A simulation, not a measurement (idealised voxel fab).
Process module in this document: voxel transistor to metal
Section shown: cut. Width: 195 nm. Cell size: 5 nm, square.
Heads up, the way a cross-section reads in here is a grid of square cells, handed over as bands from the top down, with every band being one or more rows of cells. Look at the band entry: it leads with the top's height and the bottom's height in nm. Then it lists the materials left to right, with a width in nm for each. The word "throughout" on a single material says that material fills the band edge to edge. The word "blank" is empty space. The level at which height equals 0 is the one under which the wafer, as it arrives, is entirely one material. No lower edge exists for the bottom band, which continues downward and is notated as in "0 nm and below". The notation "30 to 40" denotes a width that varies across the rows of cells in the band, beginning at the first number in the top row, finishing at the second number in the bottom row, and changing by an identical amount from each row to the next. The designation "nothing different", where it is given for a processing step, indicates that no cell of the cross-section was altered in the course of that step. "Cavities, closed" lists enclosed empty spaces (at least 8 cells, no open path upward to the top), each as width x height at distance from the left edge, in nm. Anything after a step's settings on that line? It's the simulator's own note about the step. A step's line can hold "overlay nm"; with a mask on that step, the setting says how far right of the planned place the mask lay, while a negative setting says it lay to the left.
### Process steps (planned)
1) op RECEIVE | material Si
2) op CONFORMAL_DEP | material SiO2 | thk nm 5
3) op CONFORMAL_DEP | material SiN | thk nm 10
4) op MASKED_ETCH | tone cover | mask id ACTIVE | width nm 125 | etch materials SiN | depth nm 5 | overlay nm 0
5) op MASKED_ETCH | tone cover | mask id ACTIVE | width nm 125 | etch materials SiO2 | depth nm 5 | overlay nm 0
6) op MASKED_ETCH | tone cover | mask id ACTIVE | width nm 125 | etch materials Si | depth nm 25 | overlay nm 0
7) op FILL_DEP | material SiO2 | thk nm 5
8) op CMP | height nm 15
9) op SELECTIVE_ETCH | etch materials SiO2 | depth nm 10
10) op STRIP | etch materials SiN
11) op SELECTIVE_ETCH | etch materials SiO2 | depth nm 5
12) op OXIDIZE | depth nm 5
13) op DIRECTIONAL_DEP | material polySi | thk nm 25
14) op DIRECTIONAL_DEP | material SiCN | thk nm 10
15) op PATTERN | tone cover | mask id GATE | material resist | width nm 25 | thk nm 15 | overlay nm 0
16) op DIRECTIONAL_ETCH | etch materials SiCN | depth nm 20
17) op DIRECTIONAL_ETCH | etch materials polySi | depth nm 35
18) op STRIP | etch materials resist
19) op CONFORMAL_DEP | material SiN | thk nm 10
20) op DIRECTIONAL_ETCH | etch materials SiN | depth nm 10
21) op DIRECTIONAL_ETCH | etch materials SiO2 | depth nm 5
22) op DIRECTIONAL_ETCH | etch materials Si | depth nm 5
23) op EPI | material SiGe | thk nm 10
24) op FILL_DEP | material SiO2 | thk nm 10
25) op CMP | height nm 35
26) op DIRECTIONAL_DEP | material SiO2 | thk nm 15
27) op DIRECTIONAL_DEP | material aC | thk nm 15
28) op PATTERN | tone open | mask id CONTACT | material resist | width nm 35 | pitch nm 70 | thk nm 30 | overlay nm 0
29) op DIRECTIONAL_ETCH | etch materials aC | depth nm 15
30) op STRIP | etch materials resist
31) op DIRECTIONAL_ETCH | etch materials SiO2 | depth nm 50
32) op STRIP | etch materials aC
33) op CONFORMAL_DEP | material TiN | thk nm 5
34) op FILL_DEP | material Ru | thk nm 10
35) op CMP | height nm 50
36) op CONFORMAL_DEP | material SiCN | thk nm 5
37) op DIRECTIONAL_DEP | material lowk | thk nm 20
38) op MASKED_ETCH | tone open | mask id METAL_1 | width nm 20 | pitch nm 85 | etch materials lowk | depth nm 20 | overlay nm 0
39) op MASKED_ETCH | tone open | mask id METAL_1 | width nm 20 | pitch nm 85 | etch materials SiCN | depth nm 5 | overlay nm 0
40) op CONFORMAL_DEP | material TiN | thk nm 5
41) op FILL_DEP | material W | thk nm 5
42) op CMP | height nm 75
43) op CONFORMAL_DEP | material SiCN | thk nm 5
44) op DIRECTIONAL_DEP | material SiO2 | thk nm 30
45) op PATTERN | tone open | mask id METAL_2 | material resist | width nm 20 | pitch nm 85 | thk nm 15 | overlay nm 0
46) op DIRECTIONAL_ETCH | etch materials SiO2 | depth nm 20
47) op STRIP | etch materials resist
48) op MASKED_ETCH | tone open | mask id METAL_2_HOLES | width nm 15 | pitch nm 85 | etch materials SiO2 | depth nm 10 | overlay nm 0
49) op MASKED_ETCH | tone open | mask id METAL_2_HOLES | width nm 15 | pitch nm 85 | etch materials SiCN | depth nm 5 | overlay nm 0
50) op CONFORMAL_DEP | material TiN | thk nm 5
51) op FILL_DEP | material Cu | thk nm 10
52) op CMP | height nm 110
53) op CONFORMAL_DEP | material SiN | thk nm 5
Don't read the plan's depth nm for step 4 as applying to every wafer: that's the first wafer's value, and the wafers differ in it, though they all start identical.
### Cross-sectional view of the first of several wafers in the as-received condition, corresponding to the state following step 1
0 nm and below = Si throughout
Cavities, closed: none
### The first of several wafers, seen in cross-section after the module's last step, step 53
115 nm to 110 nm = SiN throughout
110 nm to 95 nm = 45 of SiO2 / 5 of TiN / 10 of Cu / 5 of TiN / 65 of SiO2 / 5 of TiN / 10 of Cu / 5 of TiN / 45 of SiO2
95 nm to 90 nm = 45 of SiO2 / 5 of TiN / 5 of Cu / 10 of TiN / 65 of SiO2 / 5 of TiN / 5 of Cu / 10 of TiN / 45 of SiO2
90 nm to 80 nm = 45 of SiO2 / 5 of TiN / 5 of Cu / 5 of TiN / 70 of SiO2 / 5 of TiN / 5 of Cu / 5 of TiN / 50 of SiO2
80 nm to 75 nm = 45 of SiCN / 15 of TiN / 70 of SiCN / 15 of TiN / 50 of SiCN
75 nm to 55 nm = 45 of lowk / 5 of TiN / 10 of W / 5 of TiN / 65 of lowk / 5 of TiN / 10 of W / 5 of TiN / 45 of lowk
55 nm to 50 nm = 45 of SiCN / 20 of TiN / 65 of SiCN / 20 of TiN / 45 of SiCN
50 nm to 40 nm = 45 of SiO2 / 5 of TiN / 25 of Ru / 5 of TiN / 35 of SiO2 / 5 of TiN / 25 of Ru / 5 of TiN / 45 of SiO2
40 nm to 35 nm = 45 of SiO2 / 5 of TiN / 20 of Ru / 10 of TiN / 35 of SiO2 / 10 of TiN / 20 of Ru / 5 of TiN / 45 of SiO2
35 nm to 25 nm = 45 of SiO2 / 5 of TiN / 20 of Ru / 5 of TiN / 10 of SiN / 25 of SiCN / 10 of SiN / 5 of TiN / 20 of Ru / 5 of TiN / 45 of SiO2
25 nm to 10 nm = 45 of SiO2 / 5 of TiN / 20 of Ru / 5 of TiN / 10 of SiN / 25 of polySi / 10 of SiN / 5 of TiN / 20 of Ru / 5 of TiN / 45 of SiO2
10 nm to 5 nm = 45 of SiO2 / 5 of TiN / 10 of Ru / 15 of TiN / 10 of SiN / 25 of polySi / 10 of SiN / 15 of TiN / 10 of Ru / 5 of TiN / 45 of SiO2
5 nm to 0 nm = 45 of SiO2 / 20 of TiN / 10 of SiGe / 10 of SiN / 25 of polySi / 10 of SiN / 10 of SiGe / 20 of TiN / 45 of SiO2
0 nm to -5 nm = 75 of SiGe / 45 of SiO2 / 75 of SiGe
-5 nm to -10 nm = 75 of SiGe / 45 of Si / 75 of SiGe
-10 nm and below = Si throughout
Cavities, closed: none
### Cross-sectional view, end of module, last wafer of several
115 nm to 110 nm = SiN throughout
110 nm to 95 nm = 45 of SiO2 / 5 of TiN / 10 of Cu / 5 of TiN / 65 of SiO2 / 5 of TiN / 10 of Cu / 5 of TiN / 45 of SiO2
95 nm to 90 nm = 45 of SiO2 / 5 of TiN / 5 of Cu / 10 of TiN / 65 of SiO2 / 5 of TiN / 5 of Cu / 10 of TiN / 45 of SiO2
90 nm to 80 nm = 45 of SiO2 / 5 of TiN / 5 of Cu / 5 of TiN / 70 of SiO2 / 5 of TiN / 5 of Cu / 5 of TiN / 50 of SiO2
80 nm to 75 nm = 45 of SiCN / 15 of TiN / 70 of SiCN / 15 of TiN / 50 of SiCN
75 nm to 55 nm = 45 of lowk / 5 of TiN / 10 of W / 5 of TiN / 65 of lowk / 5 of TiN / 10 of W / 5 of TiN / 45 of lowk
55 nm to 50 nm = 45 of SiCN / 20 of TiN / 65 of SiCN / 20 of TiN / 45 of SiCN
50 nm to 40 nm = 45 of SiO2 / 5 of TiN / 25 of Ru / 5 of TiN / 35 of SiO2 / 5 of TiN / 25 of Ru / 5 of TiN / 45 of SiO2
40 nm to 35 nm = 45 of SiO2 / 5 of TiN / 20 of Ru / 10 of TiN / 35 of SiO2 / 10 of TiN / 20 of Ru / 5 of TiN / 45 of SiO2
35 nm to 25 nm = 45 of SiO2 / 5 of TiN / 20 of Ru / 5 of TiN / 10 of SiN / 25 of SiCN / 10 of SiN / 5 of TiN / 20 of Ru / 5 of TiN / 45 of SiO2
25 nm to 10 nm = 45 of SiO2 / 5 of TiN / 20 of Ru / 5 of TiN / 10 of SiN / 25 of polySi / 10 of SiN / 5 of TiN / 20 of Ru / 5 of TiN / 45 of SiO2
10 nm to 5 nm = 45 of SiO2 / 5 of TiN / 10 of Ru / 15 of TiN / 10 of SiN / 25 of polySi / 10 of SiN / 15 of TiN / 10 of Ru / 5 of TiN / 45 of SiO2
5 nm to 0 nm = 45 of SiO2 / 20 of TiN / 10 of SiGe / 10 of SiN / 25 of polySi / 10 of SiN / 10 of SiGe / 20 of TiN / 45 of SiO2
0 nm to -5 nm = 30 of SiO2 / 45 of SiGe / 45 of SiO2 / 45 of SiGe / 30 of SiO2
-5 nm to -10 nm = 35 of SiO2 / 40 of SiGe / 45 of Si / 40 of SiGe / 35 of SiO2
-10 nm to -25 nm = 35 of SiO2 / 125 of Si / 35 of SiO2
-25 nm and below = Si throughout
Cavities, closed: none
### Each row below is a wafer at the end of the module, listing for every material the number of cells it has gained (+) or lost (-) since it was received, followed by its closed voids
depth nm 5, +18 Cu, +72 Ru, -69 Si, +74 SiCN, +64 SiGe, +67 SiN, +400 SiO2, +106 TiN, +16 W, +124 lowk, +25 polySi, Cavities, closed: none
depth nm 10, +18 Cu, +72 Ru, -111 Si, +74 SiCN, +38 SiGe, +67 SiN, +468 SiO2, +106 TiN, +16 W, +124 lowk, +25 polySi, Cavities, closed: none
depth nm 15, +18 Cu, +72 Ru, -111 Si, +74 SiCN, +38 SiGe, +67 SiN, +468 SiO2, +106 TiN, +16 W, +124 lowk, +25 polySi, Cavities, closed: none
depth nm 20, +18 Cu, +72 Ru, -111 Si, +74 SiCN, +38 SiGe, +67 SiN, +468 SiO2, +106 TiN, +16 W, +124 lowk, +25 polySi, Cavities, closed: none
depth nm 25, +18 Cu, +72 Ru, -111 Si, +74 SiCN, +38 SiGe, +67 SiN, +468 SiO2, +106 TiN, +16 W, +124 lowk, +25 polySi, Cavities, closed: none
